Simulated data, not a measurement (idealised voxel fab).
process module | voxel wiring stack
cross-section cut | 270 nm wide | cells 5 nm
A cross-section is a grid of square cells, given in bands from the top down. A band is one or more rows of cells.
Each band's line starts with the height of the band's top and of its bottom, in nm. Then come its materials from left to right, each with its width in nm. One material with "throughout" fills the band from edge to edge. "air" is empty space.
Height 0 is the level under which the wafer as received is all one material. The lowest band goes on downwards, as in "0 down".
A width such as "30 to 40" changes by the same amount from each row of cells to the next, from the band's top row to its bottom row.
"no change" after a step means that no cell of the cross-section changed.
closed voids: empty space of 8 cells or more with no open way to the top, each as width x height at its distance from the left edge, in nm
after a step's settings: what the simulator itself notes on the step
overlay nm, on a step with a mask: how far to the right of its planned place the mask lay; to the left if negative
plan
1 op RECEIVE | material Si
2 op CONFORMAL_DEP | material SiO2 | thk nm 10
3 op DIRECTIONAL_DEP | material TiN | thk nm 5
4 op DIRECTIONAL_DEP | material W | thk nm 15
5 op MASKED_ETCH | tone cover | mask id METAL_1 | width nm 25 | pitch nm 40 | etch materials W | depth nm 15 | overlay nm 0
6 op MASKED_ETCH | tone cover | mask id METAL_1 | width nm 25 | pitch nm 40 | etch materials TiN | depth nm 5 | overlay nm 0
7 op FILL_DEP | material lowk | thk nm 10
8 op CMP | height nm 30
9 op CONFORMAL_DEP | material SiCN | thk nm 5
10 op DIRECTIONAL_DEP | material SiO2 | thk nm 10
11 op DIRECTIONAL_DEP | material aC | thk nm 15
12 op PATTERN | tone open | mask id PLUG_1 | material resist | width nm 15 | pitch nm 40 | thk nm 30 | overlay nm 0
13 op DIRECTIONAL_ETCH | etch materials aC | depth nm 15
14 op STRIP | etch materials resist
15 op DIRECTIONAL_ETCH | etch materials SiO2 | depth nm 10
16 op DIRECTIONAL_ETCH | etch materials SiCN | depth nm 5
17 op STRIP | etch materials aC
18 op CONFORMAL_DEP | material TiN | thk nm 5
19 op FILL_DEP | material W | thk nm 5
20 op CMP | height nm 45
21 op CONFORMAL_DEP | material SiCN | thk nm 5
22 op DIRECTIONAL_DEP | material SiO2 | thk nm 15
23 op MASKED_ETCH | tone open | mask id METAL_2 | width nm 25 | pitch nm 40 | etch materials SiO2 | depth nm 15 | overlay nm 0
24 op MASKED_ETCH | tone open | mask id METAL_2 | width nm 25 | pitch nm 40 | etch materials SiCN | depth nm 5 | overlay nm 0
25 op CONFORMAL_DEP | material TiN | thk nm 5
26 op FILL_DEP | material Cu | thk nm 5
27 op CMP | height nm 65
28 op CONFORMAL_DEP | material SiCN | thk nm 5
29 op DIRECTIONAL_DEP | material lowk | thk nm 35
30 op DIRECTIONAL_DEP | material aC | thk nm 15
31 op PATTERN | tone open | mask id METAL_3_HOLES | material resist | width nm 15 | pitch nm 40 | thk nm 30 | overlay nm 0
32 op DIRECTIONAL_ETCH | etch materials aC | depth nm 15
33 op STRIP | etch materials resist
34 op DIRECTIONAL_ETCH | etch materials lowk | depth nm 35
35 op STRIP | etch materials aC
36 op DIRECTIONAL_DEP | material aC | thk nm 15
37 op PATTERN | tone open | mask id METAL_3 | material resist | width nm 25 | pitch nm 40 | thk nm 35 | overlay nm 0
38 op DIRECTIONAL_ETCH | etch materials aC | depth nm 15
39 op STRIP | etch materials resist
40 op DIRECTIONAL_ETCH | etch materials lowk | depth nm 20
41 op DIRECTIONAL_ETCH | etch materials SiCN | depth nm 5
42 op STRIP | etch materials aC
43 op CONFORMAL_DEP | material TiN | thk nm 5
44 op FILL_DEP | material Ru | thk nm 5
45 op CMP | height nm 105
46 op CONFORMAL_DEP | material SiCN | thk nm 5
47 op DIRECTIONAL_DEP | material SiO2 | thk nm 25
48 op PATTERN | tone open | mask id METAL_4 | material resist | width nm 25 | pitch nm 40 | thk nm 15 | overlay nm 0
49 op DIRECTIONAL_ETCH | etch materials SiO2 | depth nm 15
50 op STRIP | etch materials resist
51 op DIRECTIONAL_DEP | material aC | thk nm 15
52 op PATTERN | tone open | mask id METAL_4_HOLES | material resist | width nm 15 | pitch nm 80 | thk nm 35 | overlay nm 0
53 op DIRECTIONAL_ETCH | etch materials aC | depth nm 15
54 op STRIP | etch materials resist
55 op DIRECTIONAL_ETCH | etch materials SiO2 | depth nm 10
56 op DIRECTIONAL_ETCH | etch materials SiCN | depth nm 5
57 op STRIP | etch materials aC
58 op CONFORMAL_DEP | material TiN | thk nm 5
59 op FILL_DEP | material Ru | thk nm 5
60 op CMP | height nm 135
61 op CONFORMAL_DEP | material SiN | thk nm 5
first wafer, as planned
as received, after step 1
  0 down: Si throughout
  closed voids: none
after step 2
  10 to 0: SiO2 throughout
  below 0: unchanged
after step 3
  15 to 10: TiN throughout
  below 10: unchanged
after step 4
  30 to 15: W throughout
  below 15: unchanged
after step 5
  30 to 15: air 80 | W 25 | air 15 | W 25 | air 15 | W 25 | air 85
  below 15: unchanged
after step 6
  30 to 15: air 80 | W 25 | air 15 | W 25 | air 15 | W 25 | air 85
  15 to 10: air 80 | TiN 25 | air 15 | TiN 25 | air 15 | TiN 25 | air 85
  below 10: unchanged
after step 7
  40 to 30: lowk throughout
  30 to 15: lowk 80 | W 25 | lowk 15 | W 25 | lowk 15 | W 25 | lowk 85
  15 to 10: lowk 80 | TiN 25 | lowk 15 | TiN 25 | lowk 15 | TiN 25 | lowk 85
  below 10: unchanged
after step 8
  30 to 15: lowk 80 | W 25 | lowk 15 | W 25 | lowk 15 | W 25 | lowk 85
  below 15: unchanged
after step 9
  35 to 30: SiCN throughout
  below 30: unchanged
after step 10
  45 to 35: SiO2 throughout
  below 35: unchanged
after step 11
  60 to 45: aC throughout
  below 45: unchanged
after step 12
  90 to 60: resist 80 | air 15 | resist 25 | air 15 | resist 25 | air 15 | resist 95
  below 60: unchanged
after step 13
  75 to 60: resist 80 | air 15 | resist 25 | air 15 | resist 25 | air 15 | resist 95
  60 to 45: aC 80 | air 15 | aC 25 | air 15 | aC 25 | air 15 | aC 95
  below 45: unchanged
after step 14
  60 to 45: aC 80 | air 15 | aC 25 | air 15 | aC 25 | air 15 | aC 95
  below 45: unchanged
after step 15
  60 to 45: aC 80 | air 15 | aC 25 | air 15 | aC 25 | air 15 | aC 95
  45 to 35: SiO2 80 | air 15 | SiO2 25 | air 15 | SiO2 25 | air 15 | SiO2 95
  below 35: unchanged
after step 16
  60 to 45: aC 80 | air 15 | aC 25 | air 15 | aC 25 | air 15 | aC 95
  45 to 35: SiO2 80 | air 15 | SiO2 25 | air 15 | SiO2 25 | air 15 | SiO2 95
  35 to 30: SiCN 80 | air 15 | SiCN 25 | air 15 | SiCN 25 | air 15 | SiCN 95
  below 30: unchanged
after step 17
  45 to 35: SiO2 80 | air 15 | SiO2 25 | air 15 | SiO2 25 | air 15 | SiO2 95
  below 35: unchanged
after step 18
  50 to 45: TiN 85 | air 5 | TiN 35 | air 5 | TiN 35 | air 5 | TiN 100
  45 to 35: SiO2 80 | TiN 5 | air 5 | TiN 5 | SiO2 25 | TiN 5 | air 5 | TiN 5 | SiO2 25 | TiN 5 | air 5 | TiN 5 | SiO2 95
  35 to 30: SiCN 80 | TiN 15 | SiCN 25 | TiN 15 | SiCN 25 | TiN 15 | SiCN 95
  below 30: unchanged
after step 19
  55 to 50: W throughout
  50 to 45: TiN 85 | W 5 | TiN 35 | W 5 | TiN 35 | W 5 | TiN 100
  45 to 35: SiO2 80 | TiN 5 | W 5 | TiN 5 | SiO2 25 | TiN 5 | W 5 | TiN 5 | SiO2 25 | TiN 5 | W 5 | TiN 5 | SiO2 95
  below 35: unchanged
after step 20
  45 to 35: SiO2 80 | TiN 5 | W 5 | TiN 5 | SiO2 25 | TiN 5 | W 5 | TiN 5 | SiO2 25 | TiN 5 | W 5 | TiN 5 | SiO2 95
  below 35: unchanged
after step 21
  50 to 45: SiCN throughout
  below 45: unchanged
after step 22
  65 to 50: SiO2 throughout
  below 50: unchanged
after step 23
  65 to 50: SiO2 80 | air 25 | SiO2 15 | air 25 | SiO2 15 | air 25 | SiO2 85
  below 50: unchanged
after step 24
  65 to 50: SiO2 80 | air 25 | SiO2 15 | air 25 | SiO2 15 | air 25 | SiO2 85
  50 to 45: SiCN 80 | air 25 | SiCN 15 | air 25 | SiCN 15 | air 25 | SiCN 85
  below 45: unchanged
after step 25
  70 to 65: TiN 85 | air 15 | TiN 25 | air 15 | TiN 25 | air 15 | TiN 90
  65 to 50: SiO2 80 | TiN 5 | air 15 | TiN 5 | SiO2 15 | TiN 5 | air 15 | TiN 5 | SiO2 15 | TiN 5 | air 15 | TiN 5 | SiO2 85
  50 to 45: SiCN 80 | TiN 25 | SiCN 15 | TiN 25 | SiCN 15 | TiN 25 | SiCN 85
  below 45: unchanged
after step 26
  75 to 70: Cu throughout
  70 to 65: TiN 85 | Cu 15 | TiN 25 | Cu 15 | TiN 25 | Cu 15 | TiN 90
  65 to 50: SiO2 80 | TiN 5 | Cu 15 | TiN 5 | SiO2 15 | TiN 5 | Cu 15 | TiN 5 | SiO2 15 | TiN 5 | Cu 15 | TiN 5 | SiO2 85
  below 50: unchanged
after step 27
  65 to 50: SiO2 80 | TiN 5 | Cu 15 | TiN 5 | SiO2 15 | TiN 5 | Cu 15 | TiN 5 | SiO2 15 | TiN 5 | Cu 15 | TiN 5 | SiO2 85
  below 50: unchanged
after step 28
  70 to 65: SiCN throughout
  below 65: unchanged
after step 29
  105 to 70: lowk throughout
  below 70: unchanged
after step 30
  120 to 105: aC throughout
  below 105: unchanged
after step 31
  150 to 120: resist 80 | air 15 | resist 25 | air 15 | resist 25 | air 15 | resist 95
  below 120: unchanged
after step 32
  135 to 120: resist 80 | air 15 | resist 25 | air 15 | resist 25 | air 15 | resist 95
  120 to 105: aC 80 | air 15 | aC 25 | air 15 | aC 25 | air 15 | aC 95
  below 105: unchanged
after step 33
  120 to 105: aC 80 | air 15 | aC 25 | air 15 | aC 25 | air 15 | aC 95
  below 105: unchanged
after step 34
  120 to 105: aC 80 | air 15 | aC 25 | air 15 | aC 25 | air 15 | aC 95
  105 to 70: lowk 80 | air 15 | lowk 25 | air 15 | lowk 25 | air 15 | lowk 95
  below 70: unchanged
after step 35
  105 to 70: lowk 80 | air 15 | lowk 25 | air 15 | lowk 25 | air 15 | lowk 95
  below 70: unchanged
after step 36
  120 to 105: aC 80 | air 15 | aC 25 | air 15 | aC 25 | air 15 | aC 95
  105 to 85: lowk 80 | air 15 | lowk 25 | air 15 | lowk 25 | air 15 | lowk 95
  85 to 70: lowk 80 | aC 15 | lowk 25 | aC 15 | lowk 25 | aC 15 | lowk 95
  below 70: unchanged
after step 37
  155 to 120: resist 80 | air 25 | resist 15 | air 25 | resist 15 | air 25 | resist 85
  below 120: unchanged
after step 38
  140 to 120: resist 80 | air 25 | resist 15 | air 25 | resist 15 | air 25 | resist 85
  120 to 105: aC 80 | air 25 | aC 15 | air 25 | aC 15 | air 25 | aC 85
  105 to 70: lowk 80 | air 15 | lowk 25 | air 15 | lowk 25 | air 15 | lowk 95
  below 70: unchanged
after step 39
  120 to 105: aC 80 | air 25 | aC 15 | air 25 | aC 15 | air 25 | aC 85
  below 105: unchanged
after step 40
  120 to 105: aC 80 | air 25 | aC 15 | air 25 | aC 15 | air 25 | aC 85
  105 to 85: lowk 80 | air 25 | lowk 15 | air 25 | lowk 15 | air 25 | lowk 85
  below 85: unchanged
after step 41
  120 to 105: aC 80 | air 25 | aC 15 | air 25 | aC 15 | air 25 | aC 85
  105 to 85: lowk 80 | air 25 | lowk 15 | air 25 | lowk 15 | air 25 | lowk 85
  85 to 70: lowk 80 | air 15 | lowk 25 | air 15 | lowk 25 | air 15 | lowk 95
  70 to 65: SiCN 80 | air 15 | SiCN 25 | air 15 | SiCN 25 | air 15 | SiCN 95
  below 65: unchanged
after step 42
  105 to 85: lowk 80 | air 25 | lowk 15 | air 25 | lowk 15 | air 25 | lowk 85
  below 85: unchanged
after step 43
  110 to 105: TiN 85 | air 15 | TiN 25 | air 15 | TiN 25 | air 15 | TiN 90
  105 to 90: lowk 80 | TiN 5 | air 15 | TiN 5 | lowk 15 | TiN 5 | air 15 | TiN 5 | lowk 15 | TiN 5 | air 15 | TiN 5 | lowk 85
  90 to 85: lowk 80 | TiN 5 | air 5 | TiN 15 | lowk 15 | TiN 5 | air 5 | TiN 15 | lowk 15 | TiN 5 | air 5 | TiN 15 | lowk 85
  85 to 70: lowk 80 | TiN 5 | air 5 | TiN 5 | lowk 25 | TiN 5 | air 5 | TiN 5 | lowk 25 | TiN 5 | air 5 | TiN 5 | lowk 95
  70 to 65: SiCN 80 | TiN 15 | SiCN 25 | TiN 15 | SiCN 25 | TiN 15 | SiCN 95
  below 65: unchanged
after step 44
  115 to 110: Ru throughout
  110 to 105: TiN 85 | Ru 15 | TiN 25 | Ru 15 | TiN 25 | Ru 15 | TiN 90
  105 to 90: lowk 80 | TiN 5 | Ru 15 | TiN 5 | lowk 15 | TiN 5 | Ru 15 | TiN 5 | lowk 15 | TiN 5 | Ru 15 | TiN 5 | lowk 85
  90 to 85: lowk 80 | TiN 5 | Ru 5 | TiN 15 | lowk 15 | TiN 5 | Ru 5 | TiN 15 | lowk 15 | TiN 5 | Ru 5 | TiN 15 | lowk 85
  85 to 70: lowk 80 | TiN 5 | Ru 5 | TiN 5 | lowk 25 | TiN 5 | Ru 5 | TiN 5 | lowk 25 | TiN 5 | Ru 5 | TiN 5 | lowk 95
  below 70: unchanged
after step 45
  105 to 90: lowk 80 | TiN 5 | Ru 15 | TiN 5 | lowk 15 | TiN 5 | Ru 15 | TiN 5 | lowk 15 | TiN 5 | Ru 15 | TiN 5 | lowk 85
  below 90: unchanged
after step 46
  110 to 105: SiCN throughout
  below 105: unchanged
after step 47
  135 to 110: SiO2 throughout
  below 110: unchanged
after step 48
  150 to 135: resist 80 | air 25 | resist 15 | air 25 | resist 15 | air 25 | resist 85
  below 135: unchanged
after step 49
  150 to 135: resist 80 | air 25 | resist 15 | air 25 | resist 15 | air 25 | resist 85
  135 to 120: SiO2 80 | air 25 | SiO2 15 | air 25 | SiO2 15 | air 25 | SiO2 85
  below 120: unchanged
after step 50
  135 to 120: SiO2 80 | air 25 | SiO2 15 | air 25 | SiO2 15 | air 25 | SiO2 85
  below 120: unchanged
after step 51
  150 to 135: aC 80 | air 25 | aC 15 | air 25 | aC 15 | air 25 | aC 85
  135 to 120: SiO2 80 | aC 25 | SiO2 15 | aC 25 | SiO2 15 | aC 25 | SiO2 85
  below 120: unchanged
after step 52
  185 to 150: resist 80 | air 15 | resist 65 | air 15 | resist 95
  150 to 135: aC 80 | air 15 | resist 10 | aC 15 | resist 25 | aC 15 | air 15 | resist 10 | aC 85
  below 135: unchanged
after step 53
  170 to 150: resist 80 | air 15 | resist 65 | air 15 | resist 95
  150 to 135: aC 80 | air 15 | resist 10 | aC 15 | resist 25 | aC 15 | air 15 | resist 10 | aC 85
  135 to 120: SiO2 80 | air 15 | aC 10 | SiO2 15 | aC 25 | SiO2 15 | air 15 | aC 10 | SiO2 85
  below 120: unchanged
after step 54
  150 to 135: aC 80 | air 25 | aC 15 | air 25 | aC 15 | air 25 | aC 85
  below 135: unchanged
after step 55
  150 to 135: aC 80 | air 25 | aC 15 | air 25 | aC 15 | air 25 | aC 85
  135 to 120: SiO2 80 | air 15 | aC 10 | SiO2 15 | aC 25 | SiO2 15 | air 15 | aC 10 | SiO2 85
  120 to 110: SiO2 80 | air 15 | SiO2 65 | air 15 | SiO2 95
  below 110: unchanged
after step 56
  150 to 135: aC 80 | air 25 | aC 15 | air 25 | aC 15 | air 25 | aC 85
  135 to 120: SiO2 80 | air 15 | aC 10 | SiO2 15 | aC 25 | SiO2 15 | air 15 | aC 10 | SiO2 85
  120 to 110: SiO2 80 | air 15 | SiO2 65 | air 15 | SiO2 95
  110 to 105: SiCN 80 | air 15 | SiCN 65 | air 15 | SiCN 95
  below 105: unchanged
after step 57
  135 to 120: SiO2 80 | air 25 | SiO2 15 | air 25 | SiO2 15 | air 25 | SiO2 85
  below 120: unchanged
after step 58
  140 to 135: TiN 85 | air 15 | TiN 25 | air 15 | TiN 25 | air 15 | TiN 90
  135 to 125: SiO2 80 | TiN 5 | air 15 | TiN 5 | SiO2 15 | TiN 5 | air 15 | TiN 5 | SiO2 15 | TiN 5 | air 15 | TiN 5 | SiO2 85
  125 to 120: SiO2 80 | TiN 5 | air 5 | TiN 15 | SiO2 15 | TiN 25 | SiO2 15 | TiN 5 | air 5 | TiN 15 | SiO2 85
  120 to 110: SiO2 80 | TiN 5 | air 5 | TiN 5 | SiO2 65 | TiN 5 | air 5 | TiN 5 | SiO2 95
  110 to 105: SiCN 80 | TiN 15 | SiCN 65 | TiN 15 | SiCN 95
  below 105: unchanged
after step 59
  145 to 140: Ru throughout
  140 to 135: TiN 85 | Ru 15 | TiN 25 | Ru 15 | TiN 25 | Ru 15 | TiN 90
  135 to 125: SiO2 80 | TiN 5 | Ru 15 | TiN 5 | SiO2 15 | TiN 5 | Ru 15 | TiN 5 | SiO2 15 | TiN 5 | Ru 15 | TiN 5 | SiO2 85
  125 to 120: SiO2 80 | TiN 5 | Ru 5 | TiN 15 | SiO2 15 | TiN 25 | SiO2 15 | TiN 5 | Ru 5 | TiN 15 | SiO2 85
  120 to 110: SiO2 80 | TiN 5 | Ru 5 | TiN 5 | SiO2 65 | TiN 5 | Ru 5 | TiN 5 | SiO2 95
  below 110: unchanged
after step 60
  135 to 125: SiO2 80 | TiN 5 | Ru 15 | TiN 5 | SiO2 15 | TiN 5 | Ru 15 | TiN 5 | SiO2 15 | TiN 5 | Ru 15 | TiN 5 | SiO2 85
  below 125: unchanged
after step 61
  140 to 135: SiN throughout
  below 135: unchanged
second wafer: like start, like plan, one mistake. Through step 22 it matches the first wafer
when step 23 should have ended
  65 to 50: air 80 | SiO2 25 | air 15 | SiO2 25 | air 15 | SiO2 25 | air 85
  below 50: unchanged
when step 24 should have ended: no change
when step 25 should have ended
  70 to 65: air 75 | TiN 35 | air 5 | TiN 35 | air 5 | TiN 35 | air 80
  65 to 55: air 75 | TiN 5 | SiO2 25 | TiN 5 | air 5 | TiN 5 | SiO2 25 | TiN 5 | air 5 | TiN 5 | SiO2 25 | TiN 5 | air 80
  55 to 50: TiN 80 | SiO2 25 | TiN 15 | SiO2 25 | TiN 15 | SiO2 25 | TiN 85
  below 50: unchanged
when step 26 should have ended
  75 to 70: Cu throughout
  70 to 65: Cu 75 | TiN 35 | Cu 5 | TiN 35 | Cu 5 | TiN 35 | Cu 80
  65 to 55: Cu 75 | TiN 5 | SiO2 25 | TiN 5 | Cu 5 | TiN 5 | SiO2 25 | TiN 5 | Cu 5 | TiN 5 | SiO2 25 | TiN 5 | Cu 80
  below 55: unchanged
when step 27 should have ended
  65 to 55: Cu 75 | TiN 5 | SiO2 25 | TiN 5 | Cu 5 | TiN 5 | SiO2 25 | TiN 5 | Cu 5 | TiN 5 | SiO2 25 | TiN 5 | Cu 80
  below 55: unchanged
when step 28 should have ended
  70 to 65: SiCN throughout
  below 65: unchanged
when step 29 should have ended
  105 to 70: lowk throughout
  below 70: unchanged
when step 30 should have ended
  120 to 105: aC throughout
  below 105: unchanged
when step 31 should have ended
  150 to 120: resist 80 | air 15 | resist 25 | air 15 | resist 25 | air 15 | resist 95
  below 120: unchanged
when step 32 should have ended
  135 to 120: resist 80 | air 15 | resist 25 | air 15 | resist 25 | air 15 | resist 95
  120 to 105: aC 80 | air 15 | aC 25 | air 15 | aC 25 | air 15 | aC 95
  below 105: unchanged
when step 33 should have ended
  120 to 105: aC 80 | air 15 | aC 25 | air 15 | aC 25 | air 15 | aC 95
  below 105: unchanged
when step 34 should have ended
  120 to 105: aC 80 | air 15 | aC 25 | air 15 | aC 25 | air 15 | aC 95
  105 to 70: lowk 80 | air 15 | lowk 25 | air 15 | lowk 25 | air 15 | lowk 95
  below 70: unchanged
when step 35 should have ended
  105 to 70: lowk 80 | air 15 | lowk 25 | air 15 | lowk 25 | air 15 | lowk 95
  below 70: unchanged
when step 36 should have ended
  120 to 105: aC 80 | air 15 | aC 25 | air 15 | aC 25 | air 15 | aC 95
  105 to 85: lowk 80 | air 15 | lowk 25 | air 15 | lowk 25 | air 15 | lowk 95
  85 to 70: lowk 80 | aC 15 | lowk 25 | aC 15 | lowk 25 | aC 15 | lowk 95
  below 70: unchanged
when step 37 should have ended
  155 to 120: resist 80 | air 25 | resist 15 | air 25 | resist 15 | air 25 | resist 85
  below 120: unchanged
when step 38 should have ended
  140 to 120: resist 80 | air 25 | resist 15 | air 25 | resist 15 | air 25 | resist 85
  120 to 105: aC 80 | air 25 | aC 15 | air 25 | aC 15 | air 25 | aC 85
  105 to 70: lowk 80 | air 15 | lowk 25 | air 15 | lowk 25 | air 15 | lowk 95
  below 70: unchanged
when step 39 should have ended
  120 to 105: aC 80 | air 25 | aC 15 | air 25 | aC 15 | air 25 | aC 85
  below 105: unchanged
when step 40 should have ended
  120 to 105: aC 80 | air 25 | aC 15 | air 25 | aC 15 | air 25 | aC 85
  105 to 85: lowk 80 | air 25 | lowk 15 | air 25 | lowk 15 | air 25 | lowk 85
  below 85: unchanged
when step 41 should have ended
  120 to 105: aC 80 | air 25 | aC 15 | air 25 | aC 15 | air 25 | aC 85
  105 to 85: lowk 80 | air 25 | lowk 15 | air 25 | lowk 15 | air 25 | lowk 85
  85 to 70: lowk 80 | air 15 | lowk 25 | air 15 | lowk 25 | air 15 | lowk 95
  70 to 65: SiCN 80 | air 15 | SiCN 25 | air 15 | SiCN 25 | air 15 | SiCN 95
  below 65: unchanged
when step 42 should have ended
  105 to 85: lowk 80 | air 25 | lowk 15 | air 25 | lowk 15 | air 25 | lowk 85
  below 85: unchanged
when step 43 should have ended
  110 to 105: TiN 85 | air 15 | TiN 25 | air 15 | TiN 25 | air 15 | TiN 90
  105 to 90: lowk 80 | TiN 5 | air 15 | TiN 5 | lowk 15 | TiN 5 | air 15 | TiN 5 | lowk 15 | TiN 5 | air 15 | TiN 5 | lowk 85
  90 to 85: lowk 80 | TiN 5 | air 5 | TiN 15 | lowk 15 | TiN 5 | air 5 | TiN 15 | lowk 15 | TiN 5 | air 5 | TiN 15 | lowk 85
  85 to 70: lowk 80 | TiN 5 | air 5 | TiN 5 | lowk 25 | TiN 5 | air 5 | TiN 5 | lowk 25 | TiN 5 | air 5 | TiN 5 | lowk 95
  70 to 65: SiCN 80 | TiN 15 | SiCN 25 | TiN 15 | SiCN 25 | TiN 15 | SiCN 95
  below 65: unchanged
when step 44 should have ended
  115 to 110: Ru throughout
  110 to 105: TiN 85 | Ru 15 | TiN 25 | Ru 15 | TiN 25 | Ru 15 | TiN 90
  105 to 90: lowk 80 | TiN 5 | Ru 15 | TiN 5 | lowk 15 | TiN 5 | Ru 15 | TiN 5 | lowk 15 | TiN 5 | Ru 15 | TiN 5 | lowk 85
  90 to 85: lowk 80 | TiN 5 | Ru 5 | TiN 15 | lowk 15 | TiN 5 | Ru 5 | TiN 15 | lowk 15 | TiN 5 | Ru 5 | TiN 15 | lowk 85
  85 to 70: lowk 80 | TiN 5 | Ru 5 | TiN 5 | lowk 25 | TiN 5 | Ru 5 | TiN 5 | lowk 25 | TiN 5 | Ru 5 | TiN 5 | lowk 95
  below 70: unchanged
when step 45 should have ended
  105 to 90: lowk 80 | TiN 5 | Ru 15 | TiN 5 | lowk 15 | TiN 5 | Ru 15 | TiN 5 | lowk 15 | TiN 5 | Ru 15 | TiN 5 | lowk 85
  below 90: unchanged
when step 46 should have ended
  110 to 105: SiCN throughout
  below 105: unchanged
when step 47 should have ended
  135 to 110: SiO2 throughout
  below 110: unchanged
when step 48 should have ended
  150 to 135: resist 80 | air 25 | resist 15 | air 25 | resist 15 | air 25 | resist 85
  below 135: unchanged
when step 49 should have ended
  150 to 135: resist 80 | air 25 | resist 15 | air 25 | resist 15 | air 25 | resist 85
  135 to 120: SiO2 80 | air 25 | SiO2 15 | air 25 | SiO2 15 | air 25 | SiO2 85
  below 120: unchanged
when step 50 should have ended
  135 to 120: SiO2 80 | air 25 | SiO2 15 | air 25 | SiO2 15 | air 25 | SiO2 85
  below 120: unchanged
when step 51 should have ended
  150 to 135: aC 80 | air 25 | aC 15 | air 25 | aC 15 | air 25 | aC 85
  135 to 120: SiO2 80 | aC 25 | SiO2 15 | aC 25 | SiO2 15 | aC 25 | SiO2 85
  below 120: unchanged
when step 52 should have ended
  185 to 150: resist 80 | air 15 | resist 65 | air 15 | resist 95
  150 to 135: aC 80 | air 15 | resist 10 | aC 15 | resist 25 | aC 15 | air 15 | resist 10 | aC 85
  below 135: unchanged
when step 53 should have ended
  170 to 150: resist 80 | air 15 | resist 65 | air 15 | resist 95
  150 to 135: aC 80 | air 15 | resist 10 | aC 15 | resist 25 | aC 15 | air 15 | resist 10 | aC 85
  135 to 120: SiO2 80 | air 15 | aC 10 | SiO2 15 | aC 25 | SiO2 15 | air 15 | aC 10 | SiO2 85
  below 120: unchanged
when step 54 should have ended
  150 to 135: aC 80 | air 25 | aC 15 | air 25 | aC 15 | air 25 | aC 85
  below 135: unchanged
when step 55 should have ended
  150 to 135: aC 80 | air 25 | aC 15 | air 25 | aC 15 | air 25 | aC 85
  135 to 120: SiO2 80 | air 15 | aC 10 | SiO2 15 | aC 25 | SiO2 15 | air 15 | aC 10 | SiO2 85
  120 to 110: SiO2 80 | air 15 | SiO2 65 | air 15 | SiO2 95
  below 110: unchanged
when step 56 should have ended
  150 to 135: aC 80 | air 25 | aC 15 | air 25 | aC 15 | air 25 | aC 85
  135 to 120: SiO2 80 | air 15 | aC 10 | SiO2 15 | aC 25 | SiO2 15 | air 15 | aC 10 | SiO2 85
  120 to 110: SiO2 80 | air 15 | SiO2 65 | air 15 | SiO2 95
  110 to 105: SiCN 80 | air 15 | SiCN 65 | air 15 | SiCN 95
  below 105: unchanged
when step 57 should have ended
  135 to 120: SiO2 80 | air 25 | SiO2 15 | air 25 | SiO2 15 | air 25 | SiO2 85
  below 120: unchanged
when step 58 should have ended
  140 to 135: TiN 85 | air 15 | TiN 25 | air 15 | TiN 25 | air 15 | TiN 90
  135 to 125: SiO2 80 | TiN 5 | air 15 | TiN 5 | SiO2 15 | TiN 5 | air 15 | TiN 5 | SiO2 15 | TiN 5 | air 15 | TiN 5 | SiO2 85
  125 to 120: SiO2 80 | TiN 5 | air 5 | TiN 15 | SiO2 15 | TiN 25 | SiO2 15 | TiN 5 | air 5 | TiN 15 | SiO2 85
  120 to 110: SiO2 80 | TiN 5 | air 5 | TiN 5 | SiO2 65 | TiN 5 | air 5 | TiN 5 | SiO2 95
  110 to 105: SiCN 80 | TiN 15 | SiCN 65 | TiN 15 | SiCN 95
  below 105: unchanged
when step 59 should have ended
  145 to 140: Ru throughout
  140 to 135: TiN 85 | Ru 15 | TiN 25 | Ru 15 | TiN 25 | Ru 15 | TiN 90
  135 to 125: SiO2 80 | TiN 5 | Ru 15 | TiN 5 | SiO2 15 | TiN 5 | Ru 15 | TiN 5 | SiO2 15 | TiN 5 | Ru 15 | TiN 5 | SiO2 85
  125 to 120: SiO2 80 | TiN 5 | Ru 5 | TiN 15 | SiO2 15 | TiN 25 | SiO2 15 | TiN 5 | Ru 5 | TiN 15 | SiO2 85
  120 to 110: SiO2 80 | TiN 5 | Ru 5 | TiN 5 | SiO2 65 | TiN 5 | Ru 5 | TiN 5 | SiO2 95
  below 110: unchanged
when step 60 should have ended
  135 to 125: SiO2 80 | TiN 5 | Ru 15 | TiN 5 | SiO2 15 | TiN 5 | Ru 15 | TiN 5 | SiO2 15 | TiN 5 | Ru 15 | TiN 5 | SiO2 85
  below 125: unchanged
when step 61 should have ended
  140 to 135: SiN throughout
  below 135: unchanged
what went wrong: step 23 ran as: op MASKED_ETCH | tone cover | mask id METAL_2 | width nm 25 | pitch nm 40 | etch materials SiO2 | depth nm 15 | overlay nm 0
at the end the second wafer has, in cells: 39 more of Cu | 15 more of SiCN | 72 fewer of SiO2 | 18 more of TiN
